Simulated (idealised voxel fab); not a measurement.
Proc. module: voxel wiring stack
Each square cell in cross-section cut measures 5 nm, and the section as a whole is 280 nm wide.
Notation: cross-section as square-cell grid; stated in bands, top first, going down; one or more cell rows per band.
Per band: top height and bottom height in nm, followed by the left-to-right materials and their widths in nm; "throughout" marks a single material spanning edge to edge, "blank" marks empty space.
Heads up on the height convention: 0 is the point under which the incoming wafer is all one material, and the lowest band has no bottom, it just keeps going down, like "0 nm and below".
So if you see something like "30 to 40" for the width, read it as the top row of the band sitting at the first number and the bottom row at the second, with every row in between moving by the same amount as the last.
"remains unaltered" means the step left every cell of the cross-section as it was.
Entry "Closed internal voids". Content: empty spaces with no open connection to the top, size 8 cells or greater. Each: width x height at distance. Distance: from left edge. Unit: nm.
Anything after a step's settings on that line? It's the simulator's own note about the step.
overlay nm: mask right of planned place by this much (step with mask). Neg. = left.
The planned process steps are enumerated hereunder
1 RECEIVE [material Si]
2 CONFORMAL_DEP [material SiO2] [thk nm 10]
3 CONFORMAL_DEP [material SiN] [thk nm 5]
4 DIRECTIONAL_DEP [material lowk] [thk nm 25]
5 PATTERN [tone open] [mask id METAL_1] [material resist] [width nm 25] [pitch nm 40] [thk nm 20] [overlay nm 0]
6 DIRECTIONAL_ETCH [etch materials lowk] [depth nm 25]
7 DIRECTIONAL_ETCH [etch materials SiN] [depth nm 5]
8 STRIP [etch materials resist]
9 CONFORMAL_DEP [material TiN] [thk nm 5]
10 FILL_DEP [material W] [thk nm 5]
11 CMP [height nm 40]
12 CONFORMAL_DEP [material SiCN] [thk nm 5]
13 DIRECTIONAL_DEP [material SiO2] [thk nm 30]
14 PATTERN [tone open] [mask id METAL_2_HOLES] [material resist] [width nm 15] [pitch nm 40] [thk nm 20] [overlay nm 0]
15 DIRECTIONAL_ETCH [etch materials SiO2] [depth nm 30]
16 STRIP [etch materials resist]
17 DIRECTIONAL_DEP [material aC] [thk nm 15]
18 PATTERN [tone open] [mask id METAL_2] [material resist] [width nm 25] [pitch nm 40] [thk nm 30] [overlay nm 0]
19 DIRECTIONAL_ETCH [etch materials aC] [depth nm 15]
20 STRIP [etch materials resist]
21 DIRECTIONAL_ETCH [etch materials SiO2] [depth nm 15]
22 DIRECTIONAL_ETCH [etch materials SiCN] [depth nm 5]
23 STRIP [etch materials aC]
24 CONFORMAL_DEP [material TiN] [thk nm 5]
25 FILL_DEP [material Cu] [thk nm 10]
26 CMP [height nm 75]
27 CONFORMAL_DEP [material SiCN] [thk nm 5]
28 DIRECTIONAL_DEP [material lowk] [thk nm 25]
29 PATTERN [tone open] [mask id METAL_3_HOLES] [material resist] [width nm 15] [pitch nm 40] [thk nm 20] [overlay nm 0]
30 DIRECTIONAL_ETCH [etch materials lowk] [depth nm 25]
31 STRIP [etch materials resist]
32 DIRECTIONAL_DEP [material aC] [thk nm 10]
33 PATTERN [tone open] [mask id METAL_3] [material resist] [width nm 25] [pitch nm 40] [thk nm 30] [overlay nm 0]
34 DIRECTIONAL_ETCH [etch materials aC] [depth nm 10]
35 STRIP [etch materials resist]
36 DIRECTIONAL_ETCH [etch materials lowk] [depth nm 15]
37 DIRECTIONAL_ETCH [etch materials SiCN] [depth nm 5]
38 STRIP [etch materials aC]
39 CONFORMAL_DEP [material TiN] [thk nm 5]
40 FILL_DEP [material Cu] [thk nm 10]
41 CMP [height nm 105]
42 CONFORMAL_DEP [material SiCN] [thk nm 5]
First of two wafers: run as planned
Wafer as received: cross-section following step 1
0 nm and below | Si throughout
Closed internal voids: none
Cross-sectional representation of the wafer at the conclusion of step 2
10 nm to 0 nm | SiO2 throughout
Beneath the level 0, the cross-section is identical to its previous state.
Cross-sectional representation of the wafer at the conclusion of step 3
15 nm to 10 nm | SiN throughout
Beneath the level 10, the cross-section is identical to its previous state.
Cross-sectional representation of the wafer at the conclusion of step 4
40 nm to 15 nm | lowk throughout
Beneath the level 15, the cross-section is identical to its previous state.
Cross-sectional representation of the wafer at the conclusion of step 5
60 nm to 40 nm | resist: 65  blank: 25  resist: 15  blank: 25  resist: 15  blank: 25  resist: 15  blank: 25  resist: 70
Beneath the level 40, the cross-section is identical to its previous state.
Cross-sectional representation of the wafer at the conclusion of step 6
60 nm to 40 nm | resist: 65  blank: 25  resist: 15  blank: 25  resist: 15  blank: 25  resist: 15  blank: 25  resist: 70
40 nm to 15 nm | lowk: 65  blank: 25  lowk: 15  blank: 25  lowk: 15  blank: 25  lowk: 15  blank: 25  lowk: 70
Beneath the level 15, the cross-section is identical to its previous state.
Cross-sectional representation of the wafer at the conclusion of step 7
60 nm to 40 nm | resist: 65  blank: 25  resist: 15  blank: 25  resist: 15  blank: 25  resist: 15  blank: 25  resist: 70
40 nm to 15 nm | lowk: 65  blank: 25  lowk: 15  blank: 25  lowk: 15  blank: 25  lowk: 15  blank: 25  lowk: 70
15 nm to 10 nm | SiN: 65  blank: 25  SiN: 15  blank: 25  SiN: 15  blank: 25  SiN: 15  blank: 25  SiN: 70
Beneath the level 10, the cross-section is identical to its previous state.
Cross-sectional representation of the wafer at the conclusion of step 8
40 nm to 15 nm | lowk: 65  blank: 25  lowk: 15  blank: 25  lowk: 15  blank: 25  lowk: 15  blank: 25  lowk: 70
Beneath the level 15, the cross-section is identical to its previous state.
Cross-sectional representation of the wafer at the conclusion of step 9
45 nm to 40 nm | TiN: 70  blank: 15  TiN: 25  blank: 15  TiN: 25  blank: 15  TiN: 25  blank: 15  TiN: 75
40 nm to 15 nm | lowk: 65  TiN: 5  blank: 15  TiN: 5  lowk: 15  TiN: 5  blank: 15  TiN: 5  lowk: 15  TiN: 5  blank: 15  TiN: 5  lowk: 15  TiN: 5  blank: 15  TiN: 5  lowk: 70
15 nm to 10 nm | SiN: 65  TiN: 25  SiN: 15  TiN: 25  SiN: 15  TiN: 25  SiN: 15  TiN: 25  SiN: 70
Beneath the level 10, the cross-section is identical to its previous state.
Cross-sectional representation of the wafer at the conclusion of step 10
50 nm to 45 nm | W throughout
45 nm to 40 nm | TiN: 70  W: 15  TiN: 25  W: 15  TiN: 25  W: 15  TiN: 25  W: 15  TiN: 75
40 nm to 15 nm | lowk: 65  TiN: 5  W: 15  TiN: 5  lowk: 15  TiN: 5  W: 15  TiN: 5  lowk: 15  TiN: 5  W: 15  TiN: 5  lowk: 15  TiN: 5  W: 15  TiN: 5  lowk: 70
Beneath the level 15, the cross-section is identical to its previous state.
Cross-sectional representation of the wafer at the conclusion of step 11
40 nm to 15 nm | lowk: 65  TiN: 5  W: 15  TiN: 5  lowk: 15  TiN: 5  W: 15  TiN: 5  lowk: 15  TiN: 5  W: 15  TiN: 5  lowk: 15  TiN: 5  W: 15  TiN: 5  lowk: 70
Beneath the level 15, the cross-section is identical to its previous state.
Cross-sectional representation of the wafer at the conclusion of step 12
45 nm to 40 nm | SiCN throughout
Beneath the level 40, the cross-section is identical to its previous state.
Cross-sectional representation of the wafer at the conclusion of step 13
75 nm to 45 nm | SiO2 throughout
Beneath the level 45, the cross-section is identical to its previous state.
Cross-sectional representation of the wafer at the conclusion of step 14
95 nm to 75 nm | resist: 65  blank: 15  resist: 25  blank: 15  resist: 25  blank: 15  resist: 25  blank: 15  resist: 80
Beneath the level 75, the cross-section is identical to its previous state.
Cross-sectional representation of the wafer at the conclusion of step 15
95 nm to 75 nm | resist: 65  blank: 15  resist: 25  blank: 15  resist: 25  blank: 15  resist: 25  blank: 15  resist: 80
75 nm to 45 nm | SiO2: 65  blank: 15  SiO2: 25  blank: 15  SiO2: 25  blank: 15  SiO2: 25  blank: 15  SiO2: 80
Beneath the level 45, the cross-section is identical to its previous state.
Cross-sectional representation of the wafer at the conclusion of step 16
75 nm to 45 nm | SiO2: 65  blank: 15  SiO2: 25  blank: 15  SiO2: 25  blank: 15  SiO2: 25  blank: 15  SiO2: 80
Beneath the level 45, the cross-section is identical to its previous state.
Cross-sectional representation of the wafer at the conclusion of step 17
90 nm to 75 nm | aC: 65  blank: 15  aC: 25  blank: 15  aC: 25  blank: 15  aC: 25  blank: 15  aC: 80
75 nm to 60 nm | SiO2: 65  blank: 15  SiO2: 25  blank: 15  SiO2: 25  blank: 15  SiO2: 25  blank: 15  SiO2: 80
60 nm to 45 nm | SiO2: 65  aC: 15  SiO2: 25  aC: 15  SiO2: 25  aC: 15  SiO2: 25  aC: 15  SiO2: 80
Beneath the level 45, the cross-section is identical to its previous state.
Cross-sectional representation of the wafer at the conclusion of step 18
120 nm to 90 nm | resist: 65  blank: 25  resist: 15  blank: 25  resist: 15  blank: 25  resist: 15  blank: 25  resist: 70
Beneath the level 90, the cross-section is identical to its previous state.
Cross-sectional representation of the wafer at the conclusion of step 19
105 nm to 90 nm | resist: 65  blank: 25  resist: 15  blank: 25  resist: 15  blank: 25  resist: 15  blank: 25  resist: 70
90 nm to 75 nm | aC: 65  blank: 25  aC: 15  blank: 25  aC: 15  blank: 25  aC: 15  blank: 25  aC: 70
75 nm to 45 nm | SiO2: 65  blank: 15  SiO2: 25  blank: 15  SiO2: 25  blank: 15  SiO2: 25  blank: 15  SiO2: 80
Beneath the level 45, the cross-section is identical to its previous state.
Cross-sectional representation of the wafer at the conclusion of step 20
90 nm to 75 nm | aC: 65  blank: 25  aC: 15  blank: 25  aC: 15  blank: 25  aC: 15  blank: 25  aC: 70
Beneath the level 75, the cross-section is identical to its previous state.
Cross-sectional representation of the wafer at the conclusion of step 21
90 nm to 75 nm | aC: 65  blank: 25  aC: 15  blank: 25  aC: 15  blank: 25  aC: 15  blank: 25  aC: 70
75 nm to 60 nm | SiO2: 65  blank: 25  SiO2: 15  blank: 25  SiO2: 15  blank: 25  SiO2: 15  blank: 25  SiO2: 70
Beneath the level 60, the cross-section is identical to its previous state.
Cross-sectional representation of the wafer at the conclusion of step 22
90 nm to 75 nm | aC: 65  blank: 25  aC: 15  blank: 25  aC: 15  blank: 25  aC: 15  blank: 25  aC: 70
75 nm to 60 nm | SiO2: 65  blank: 25  SiO2: 15  blank: 25  SiO2: 15  blank: 25  SiO2: 15  blank: 25  SiO2: 70
60 nm to 45 nm | SiO2: 65  blank: 15  SiO2: 25  blank: 15  SiO2: 25  blank: 15  SiO2: 25  blank: 15  SiO2: 80
45 nm to 40 nm | SiCN: 65  blank: 15  SiCN: 25  blank: 15  SiCN: 25  blank: 15  SiCN: 25  blank: 15  SiCN: 80
Beneath the level 40, the cross-section is identical to its previous state.
Cross-sectional representation of the wafer at the conclusion of step 23
75 nm to 60 nm | SiO2: 65  blank: 25  SiO2: 15  blank: 25  SiO2: 15  blank: 25  SiO2: 15  blank: 25  SiO2: 70
Beneath the level 60, the cross-section is identical to its previous state.
Cross-sectional representation of the wafer at the conclusion of step 24
80 nm to 75 nm | TiN: 70  blank: 15  TiN: 25  blank: 15  TiN: 25  blank: 15  TiN: 25  blank: 15  TiN: 75
75 nm to 65 nm | SiO2: 65  TiN: 5  blank: 15  TiN: 5  SiO2: 15  TiN: 5  blank: 15  TiN: 5  SiO2: 15  TiN: 5  blank: 15  TiN: 5  SiO2: 15  TiN: 5  blank: 15  TiN: 5  SiO2: 70
65 nm to 60 nm | SiO2: 65  TiN: 5  blank: 5  TiN: 15  SiO2: 15  TiN: 5  blank: 5  TiN: 15  SiO2: 15  TiN: 5  blank: 5  TiN: 15  SiO2: 15  TiN: 5  blank: 5  TiN: 15  SiO2: 70
60 nm to 45 nm | SiO2: 65  TiN: 5  blank: 5  TiN: 5  SiO2: 25  TiN: 5  blank: 5  TiN: 5  SiO2: 25  TiN: 5  blank: 5  TiN: 5  SiO2: 25  TiN: 5  blank: 5  TiN: 5  SiO2: 80
45 nm to 40 nm | SiCN: 65  TiN: 15  SiCN: 25  TiN: 15  SiCN: 25  TiN: 15  SiCN: 25  TiN: 15  SiCN: 80
Beneath the level 40, the cross-section is identical to its previous state.
Cross-sectional representation of the wafer at the conclusion of step 25
90 nm to 80 nm | Cu throughout
80 nm to 75 nm | TiN: 70  Cu: 15  TiN: 25  Cu: 15  TiN: 25  Cu: 15  TiN: 25  Cu: 15  TiN: 75
75 nm to 65 nm | SiO2: 65  TiN: 5  Cu: 15  TiN: 5  SiO2: 15  TiN: 5  Cu: 15  TiN: 5  SiO2: 15  TiN: 5  Cu: 15  TiN: 5  SiO2: 15  TiN: 5  Cu: 15  TiN: 5  SiO2: 70
65 nm to 60 nm | SiO2: 65  TiN: 5  Cu: 5  TiN: 15  SiO2: 15  TiN: 5  Cu: 5  TiN: 15  SiO2: 15  TiN: 5  Cu: 5  TiN: 15  SiO2: 15  TiN: 5  Cu: 5  TiN: 15  SiO2: 70
60 nm to 45 nm | SiO2: 65  TiN: 5  Cu: 5  TiN: 5  SiO2: 25  TiN: 5  Cu: 5  TiN: 5  SiO2: 25  TiN: 5  Cu: 5  TiN: 5  SiO2: 25  TiN: 5  Cu: 5  TiN: 5  SiO2: 80
Beneath the level 45, the cross-section is identical to its previous state.
Cross-sectional representation of the wafer at the conclusion of step 26
75 nm to 65 nm | SiO2: 65  TiN: 5  Cu: 15  TiN: 5  SiO2: 15  TiN: 5  Cu: 15  TiN: 5  SiO2: 15  TiN: 5  Cu: 15  TiN: 5  SiO2: 15  TiN: 5  Cu: 15  TiN: 5  SiO2: 70
Beneath the level 65, the cross-section is identical to its previous state.
Cross-sectional representation of the wafer at the conclusion of step 27
80 nm to 75 nm | SiCN throughout
Beneath the level 75, the cross-section is identical to its previous state.
Cross-sectional representation of the wafer at the conclusion of step 28
105 nm to 80 nm | lowk throughout
Beneath the level 80, the cross-section is identical to its previous state.
Cross-sectional representation of the wafer at the conclusion of step 29
125 nm to 105 nm | resist: 65  blank: 15  resist: 25  blank: 15  resist: 25  blank: 15  resist: 25  blank: 15  resist: 80
Beneath the level 105, the cross-section is identical to its previous state.
Cross-sectional representation of the wafer at the conclusion of step 30
125 nm to 105 nm | resist: 65  blank: 15  resist: 25  blank: 15  resist: 25  blank: 15  resist: 25  blank: 15  resist: 80
105 nm to 80 nm | lowk: 65  blank: 15  lowk: 25  blank: 15  lowk: 25  blank: 15  lowk: 25  blank: 15  lowk: 80
Beneath the level 80, the cross-section is identical to its previous state.
Cross-sectional representation of the wafer at the conclusion of step 31
105 nm to 80 nm | lowk: 65  blank: 15  lowk: 25  blank: 15  lowk: 25  blank: 15  lowk: 25  blank: 15  lowk: 80
Beneath the level 80, the cross-section is identical to its previous state.
Cross-sectional representation of the wafer at the conclusion of step 32
115 nm to 105 nm | aC: 65  blank: 15  aC: 25  blank: 15  aC: 25  blank: 15  aC: 25  blank: 15  aC: 80
105 nm to 90 nm | lowk: 65  blank: 15  lowk: 25  blank: 15  lowk: 25  blank: 15  lowk: 25  blank: 15  lowk: 80
90 nm to 80 nm | lowk: 65  aC: 15  lowk: 25  aC: 15  lowk: 25  aC: 15  lowk: 25  aC: 15  lowk: 80
Beneath the level 80, the cross-section is identical to its previous state.
Cross-sectional representation of the wafer at the conclusion of step 33
145 nm to 115 nm | resist: 65  blank: 25  resist: 15  blank: 25  resist: 15  blank: 25  resist: 15  blank: 25  resist: 70
Beneath the level 115, the cross-section is identical to its previous state.
Cross-sectional representation of the wafer at the conclusion of step 34
135 nm to 115 nm | resist: 65  blank: 25  resist: 15  blank: 25  resist: 15  blank: 25  resist: 15  blank: 25  resist: 70
115 nm to 105 nm | aC: 65  blank: 25  aC: 15  blank: 25  aC: 15  blank: 25  aC: 15  blank: 25  aC: 70
105 nm to 80 nm | lowk: 65  blank: 15  lowk: 25  blank: 15  lowk: 25  blank: 15  lowk: 25  blank: 15  lowk: 80
Beneath the level 80, the cross-section is identical to its previous state.
Cross-sectional representation of the wafer at the conclusion of step 35
115 nm to 105 nm | aC: 65  blank: 25  aC: 15  blank: 25  aC: 15  blank: 25  aC: 15  blank: 25  aC: 70
Beneath the level 105, the cross-section is identical to its previous state.
Cross-sectional representation of the wafer at the conclusion of step 36
115 nm to 105 nm | aC: 65  blank: 25  aC: 15  blank: 25  aC: 15  blank: 25  aC: 15  blank: 25  aC: 70
105 nm to 90 nm | lowk: 65  blank: 25  lowk: 15  blank: 25  lowk: 15  blank: 25  lowk: 15  blank: 25  lowk: 70
Beneath the level 90, the cross-section is identical to its previous state.
Cross-sectional representation of the wafer at the conclusion of step 37
115 nm to 105 nm | aC: 65  blank: 25  aC: 15  blank: 25  aC: 15  blank: 25  aC: 15  blank: 25  aC: 70
105 nm to 90 nm | lowk: 65  blank: 25  lowk: 15  blank: 25  lowk: 15  blank: 25  lowk: 15  blank: 25  lowk: 70
90 nm to 80 nm | lowk: 65  blank: 15  lowk: 25  blank: 15  lowk: 25  blank: 15  lowk: 25  blank: 15  lowk: 80
80 nm to 75 nm | SiCN: 65  blank: 15  SiCN: 25  blank: 15  SiCN: 25  blank: 15  SiCN: 25  blank: 15  SiCN: 80
Beneath the level 75, the cross-section is identical to its previous state.
Cross-sectional representation of the wafer at the conclusion of step 38
105 nm to 90 nm | lowk: 65  blank: 25  lowk: 15  blank: 25  lowk: 15  blank: 25  lowk: 15  blank: 25  lowk: 70
Beneath the level 90, the cross-section is identical to its previous state.
Cross-sectional representation of the wafer at the conclusion of step 39
110 nm to 105 nm | TiN: 70  blank: 15  TiN: 25  blank: 15  TiN: 25  blank: 15  TiN: 25  blank: 15  TiN: 75
105 nm to 95 nm | lowk: 65  TiN: 5  blank: 15  TiN: 5  lowk: 15  TiN: 5  blank: 15  TiN: 5  lowk: 15  TiN: 5  blank: 15  TiN: 5  lowk: 15  TiN: 5  blank: 15  TiN: 5  lowk: 70
95 nm to 90 nm | lowk: 65  TiN: 5  blank: 5  TiN: 15  lowk: 15  TiN: 5  blank: 5  TiN: 15  lowk: 15  TiN: 5  blank: 5  TiN: 15  lowk: 15  TiN: 5  blank: 5  TiN: 15  lowk: 70
90 nm to 80 nm | lowk: 65  TiN: 5  blank: 5  TiN: 5  lowk: 25  TiN: 5  blank: 5  TiN: 5  lowk: 25  TiN: 5  blank: 5  TiN: 5  lowk: 25  TiN: 5  blank: 5  TiN: 5  lowk: 80
80 nm to 75 nm | SiCN: 65  TiN: 15  SiCN: 25  TiN: 15  SiCN: 25  TiN: 15  SiCN: 25  TiN: 15  SiCN: 80
Beneath the level 75, the cross-section is identical to its previous state.
Cross-sectional representation of the wafer at the conclusion of step 40
120 nm to 110 nm | Cu throughout
110 nm to 105 nm | TiN: 70  Cu: 15  TiN: 25  Cu: 15  TiN: 25  Cu: 15  TiN: 25  Cu: 15  TiN: 75
105 nm to 95 nm | lowk: 65  TiN: 5  Cu: 15  TiN: 5  lowk: 15  TiN: 5  Cu: 15  TiN: 5  lowk: 15  TiN: 5  Cu: 15  TiN: 5  lowk: 15  TiN: 5  Cu: 15  TiN: 5  lowk: 70
95 nm to 90 nm | lowk: 65  TiN: 5  Cu: 5  TiN: 15  lowk: 15  TiN: 5  Cu: 5  TiN: 15  lowk: 15  TiN: 5  Cu: 5  TiN: 15  lowk: 15  TiN: 5  Cu: 5  TiN: 15  lowk: 70
90 nm to 80 nm | lowk: 65  TiN: 5  Cu: 5  TiN: 5  lowk: 25  TiN: 5  Cu: 5  TiN: 5  lowk: 25  TiN: 5  Cu: 5  TiN: 5  lowk: 25  TiN: 5  Cu: 5  TiN: 5  lowk: 80
Beneath the level 80, the cross-section is identical to its previous state.
Cross-sectional representation of the wafer at the conclusion of step 41
105 nm to 95 nm | lowk: 65  TiN: 5  Cu: 15  TiN: 5  lowk: 15  TiN: 5  Cu: 15  TiN: 5  lowk: 15  TiN: 5  Cu: 15  TiN: 5  lowk: 15  TiN: 5  Cu: 15  TiN: 5  lowk: 70
Beneath the level 95, the cross-section is identical to its previous state.
Cross-sectional representation of the wafer at the conclusion of step 42
110 nm to 105 nm | SiCN throughout
Beneath the level 105, the cross-section is identical to its previous state.
It is to be noted that the second wafer proceeded from the same initial state and according to the same plan as the first, although one mistake was committed in its execution; through step 11, inclusive, the two wafers share an identical history
Second wafer, section view, time point: scheduled end of step 12
70 nm to 40 nm | SiO2 throughout
Beneath the level 40, the cross-section is identical to its previous state.
Second wafer, section view, time point: scheduled end of step 13
75 nm to 70 nm | SiCN throughout
Beneath the level 70, the cross-section is identical to its previous state.
Second wafer, section view, time point: scheduled end of step 14
95 nm to 75 nm | resist: 65  blank: 15  resist: 25  blank: 15  resist: 25  blank: 15  resist: 25  blank: 15  resist: 80
Beneath the level 75, the cross-section is identical to its previous state.
Second wafer, section view, time point: scheduled end of step 15: remains unaltered
Second wafer, section view, time point: scheduled end of step 16
75 nm to 70 nm | SiCN throughout
Beneath the level 70, the cross-section is identical to its previous state.
Second wafer, section view, time point: scheduled end of step 17
90 nm to 75 nm | aC throughout
Beneath the level 75, the cross-section is identical to its previous state.
Second wafer, section view, time point: scheduled end of step 18
120 nm to 90 nm | resist: 65  blank: 25  resist: 15  blank: 25  resist: 15  blank: 25  resist: 15  blank: 25  resist: 70
Beneath the level 90, the cross-section is identical to its previous state.
Second wafer, section view, time point: scheduled end of step 19
105 nm to 90 nm | resist: 65  blank: 25  resist: 15  blank: 25  resist: 15  blank: 25  resist: 15  blank: 25  resist: 70
90 nm to 75 nm | aC: 65  blank: 25  aC: 15  blank: 25  aC: 15  blank: 25  aC: 15  blank: 25  aC: 70
Beneath the level 75, the cross-section is identical to its previous state.
Second wafer, section view, time point: scheduled end of step 20
90 nm to 75 nm | aC: 65  blank: 25  aC: 15  blank: 25  aC: 15  blank: 25  aC: 15  blank: 25  aC: 70
Beneath the level 75, the cross-section is identical to its previous state.
Second wafer, section view, time point: scheduled end of step 21: remains unaltered
Second wafer, section view, time point: scheduled end of step 22
90 nm to 75 nm | aC: 65  blank: 25  aC: 15  blank: 25  aC: 15  blank: 25  aC: 15  blank: 25  aC: 70
75 nm to 70 nm | SiCN: 65  blank: 25  SiCN: 15  blank: 25  SiCN: 15  blank: 25  SiCN: 15  blank: 25  SiCN: 70
Beneath the level 70, the cross-section is identical to its previous state.
Second wafer, section view, time point: scheduled end of step 23
75 nm to 70 nm | SiCN: 65  blank: 25  SiCN: 15  blank: 25  SiCN: 15  blank: 25  SiCN: 15  blank: 25  SiCN: 70
Beneath the level 70, the cross-section is identical to its previous state.
Second wafer, section view, time point: scheduled end of step 24
80 nm to 75 nm | TiN: 70  blank: 15  TiN: 25  blank: 15  TiN: 25  blank: 15  TiN: 25  blank: 15  TiN: 75
75 nm to 70 nm | SiCN: 65  TiN: 25  SiCN: 15  TiN: 25  SiCN: 15  TiN: 25  SiCN: 15  TiN: 25  SiCN: 70
Beneath the level 70, the cross-section is identical to its previous state.
Second wafer, section view, time point: scheduled end of step 25
90 nm to 80 nm | Cu throughout
80 nm to 75 nm | TiN: 70  Cu: 15  TiN: 25  Cu: 15  TiN: 25  Cu: 15  TiN: 25  Cu: 15  TiN: 75
Beneath the level 75, the cross-section is identical to its previous state.
Second wafer, section view, time point: scheduled end of step 26
75 nm to 70 nm | SiCN: 65  TiN: 25  SiCN: 15  TiN: 25  SiCN: 15  TiN: 25  SiCN: 15  TiN: 25  SiCN: 70
Beneath the level 70, the cross-section is identical to its previous state.
Second wafer, section view, time point: scheduled end of step 27
80 nm to 75 nm | SiCN throughout
Beneath the level 75, the cross-section is identical to its previous state.
Second wafer, section view, time point: scheduled end of step 28
105 nm to 80 nm | lowk throughout
Beneath the level 80, the cross-section is identical to its previous state.
Second wafer, section view, time point: scheduled end of step 29
125 nm to 105 nm | resist: 65  blank: 15  resist: 25  blank: 15  resist: 25  blank: 15  resist: 25  blank: 15  resist: 80
Beneath the level 105, the cross-section is identical to its previous state.
Second wafer, section view, time point: scheduled end of step 30
125 nm to 105 nm | resist: 65  blank: 15  resist: 25  blank: 15  resist: 25  blank: 15  resist: 25  blank: 15  resist: 80
105 nm to 80 nm | lowk: 65  blank: 15  lowk: 25  blank: 15  lowk: 25  blank: 15  lowk: 25  blank: 15  lowk: 80
Beneath the level 80, the cross-section is identical to its previous state.
Second wafer, section view, time point: scheduled end of step 31
105 nm to 80 nm | lowk: 65  blank: 15  lowk: 25  blank: 15  lowk: 25  blank: 15  lowk: 25  blank: 15  lowk: 80
Beneath the level 80, the cross-section is identical to its previous state.
Second wafer, section view, time point: scheduled end of step 32
115 nm to 105 nm | aC: 65  blank: 15  aC: 25  blank: 15  aC: 25  blank: 15  aC: 25  blank: 15  aC: 80
105 nm to 90 nm | lowk: 65  blank: 15  lowk: 25  blank: 15  lowk: 25  blank: 15  lowk: 25  blank: 15  lowk: 80
90 nm to 80 nm | lowk: 65  aC: 15  lowk: 25  aC: 15  lowk: 25  aC: 15  lowk: 25  aC: 15  lowk: 80
Beneath the level 80, the cross-section is identical to its previous state.
Second wafer, section view, time point: scheduled end of step 33
145 nm to 115 nm | resist: 65  blank: 25  resist: 15  blank: 25  resist: 15  blank: 25  resist: 15  blank: 25  resist: 70
Beneath the level 115, the cross-section is identical to its previous state.
Second wafer, section view, time point: scheduled end of step 34
135 nm to 115 nm | resist: 65  blank: 25  resist: 15  blank: 25  resist: 15  blank: 25  resist: 15  blank: 25  resist: 70
115 nm to 105 nm | aC: 65  blank: 25  aC: 15  blank: 25  aC: 15  blank: 25  aC: 15  blank: 25  aC: 70
105 nm to 80 nm | lowk: 65  blank: 15  lowk: 25  blank: 15  lowk: 25  blank: 15  lowk: 25  blank: 15  lowk: 80
Beneath the level 80, the cross-section is identical to its previous state.
Second wafer, section view, time point: scheduled end of step 35
115 nm to 105 nm | aC: 65  blank: 25  aC: 15  blank: 25  aC: 15  blank: 25  aC: 15  blank: 25  aC: 70
Beneath the level 105, the cross-section is identical to its previous state.
Second wafer, section view, time point: scheduled end of step 36
115 nm to 105 nm | aC: 65  blank: 25  aC: 15  blank: 25  aC: 15  blank: 25  aC: 15  blank: 25  aC: 70
105 nm to 90 nm | lowk: 65  blank: 25  lowk: 15  blank: 25  lowk: 15  blank: 25  lowk: 15  blank: 25  lowk: 70
Beneath the level 90, the cross-section is identical to its previous state.
Second wafer, section view, time point: scheduled end of step 37
115 nm to 105 nm | aC: 65  blank: 25  aC: 15  blank: 25  aC: 15  blank: 25  aC: 15  blank: 25  aC: 70
105 nm to 90 nm | lowk: 65  blank: 25  lowk: 15  blank: 25  lowk: 15  blank: 25  lowk: 15  blank: 25  lowk: 70
90 nm to 80 nm | lowk: 65  blank: 15  lowk: 25  blank: 15  lowk: 25  blank: 15  lowk: 25  blank: 15  lowk: 80
80 nm to 75 nm | SiCN: 65  blank: 15  SiCN: 25  blank: 15  SiCN: 25  blank: 15  SiCN: 25  blank: 15  SiCN: 80
Beneath the level 75, the cross-section is identical to its previous state.
Second wafer, section view, time point: scheduled end of step 38
105 nm to 90 nm | lowk: 65  blank: 25  lowk: 15  blank: 25  lowk: 15  blank: 25  lowk: 15  blank: 25  lowk: 70
Beneath the level 90, the cross-section is identical to its previous state.
Second wafer, section view, time point: scheduled end of step 39
110 nm to 105 nm | TiN: 70  blank: 15  TiN: 25  blank: 15  TiN: 25  blank: 15  TiN: 25  blank: 15  TiN: 75
105 nm to 95 nm | lowk: 65  TiN: 5  blank: 15  TiN: 5  lowk: 15  TiN: 5  blank: 15  TiN: 5  lowk: 15  TiN: 5  blank: 15  TiN: 5  lowk: 15  TiN: 5  blank: 15  TiN: 5  lowk: 70
95 nm to 90 nm | lowk: 65  TiN: 5  blank: 5  TiN: 15  lowk: 15  TiN: 5  blank: 5  TiN: 15  lowk: 15  TiN: 5  blank: 5  TiN: 15  lowk: 15  TiN: 5  blank: 5  TiN: 15  lowk: 70
90 nm to 80 nm | lowk: 65  TiN: 5  blank: 5  TiN: 5  lowk: 25  TiN: 5  blank: 5  TiN: 5  lowk: 25  TiN: 5  blank: 5  TiN: 5  lowk: 25  TiN: 5  blank: 5  TiN: 5  lowk: 80
80 nm to 70 nm | SiCN: 65  TiN: 15 to 25  SiCN: 25 to 15  TiN: 15 to 25  SiCN: 25 to 15  TiN: 15 to 25  SiCN: 25 to 15  TiN: 15 to 25  SiCN: 80 to 70
Beneath the level 70, the cross-section is identical to its previous state.
Second wafer, section view, time point: scheduled end of step 40
120 nm to 110 nm | Cu throughout
110 nm to 105 nm | TiN: 70  Cu: 15  TiN: 25  Cu: 15  TiN: 25  Cu: 15  TiN: 25  Cu: 15  TiN: 75
105 nm to 95 nm | lowk: 65  TiN: 5  Cu: 15  TiN: 5  lowk: 15  TiN: 5  Cu: 15  TiN: 5  lowk: 15  TiN: 5  Cu: 15  TiN: 5  lowk: 15  TiN: 5  Cu: 15  TiN: 5  lowk: 70
95 nm to 90 nm | lowk: 65  TiN: 5  Cu: 5  TiN: 15  lowk: 15  TiN: 5  Cu: 5  TiN: 15  lowk: 15  TiN: 5  Cu: 5  TiN: 15  lowk: 15  TiN: 5  Cu: 5  TiN: 15  lowk: 70
90 nm to 80 nm | lowk: 65  TiN: 5  Cu: 5  TiN: 5  lowk: 25  TiN: 5  Cu: 5  TiN: 5  lowk: 25  TiN: 5  Cu: 5  TiN: 5  lowk: 25  TiN: 5  Cu: 5  TiN: 5  lowk: 80
Beneath the level 80, the cross-section is identical to its previous state.
Second wafer, section view, time point: scheduled end of step 41
105 nm to 95 nm | lowk: 65  TiN: 5  Cu: 15  TiN: 5  lowk: 15  TiN: 5  Cu: 15  TiN: 5  lowk: 15  TiN: 5  Cu: 15  TiN: 5  lowk: 15  TiN: 5  Cu: 15  TiN: 5  lowk: 70
Beneath the level 95, the cross-section is identical to its previous state.
Second wafer, section view, time point: scheduled end of step 42
110 nm to 105 nm | SiCN throughout
Beneath the level 105, the cross-section is identical to its previous state.
The plan and the run diverged here: it was found that steps 12 and 13 of the process plan had been performed in exchanged positions
Heads up, by the end the second wafer has more or fewer cells of some materials compared to the first: Cu: 40 fewer | SiCN: 8 fewer | SiO2: 96 more | TiN: 48 fewer
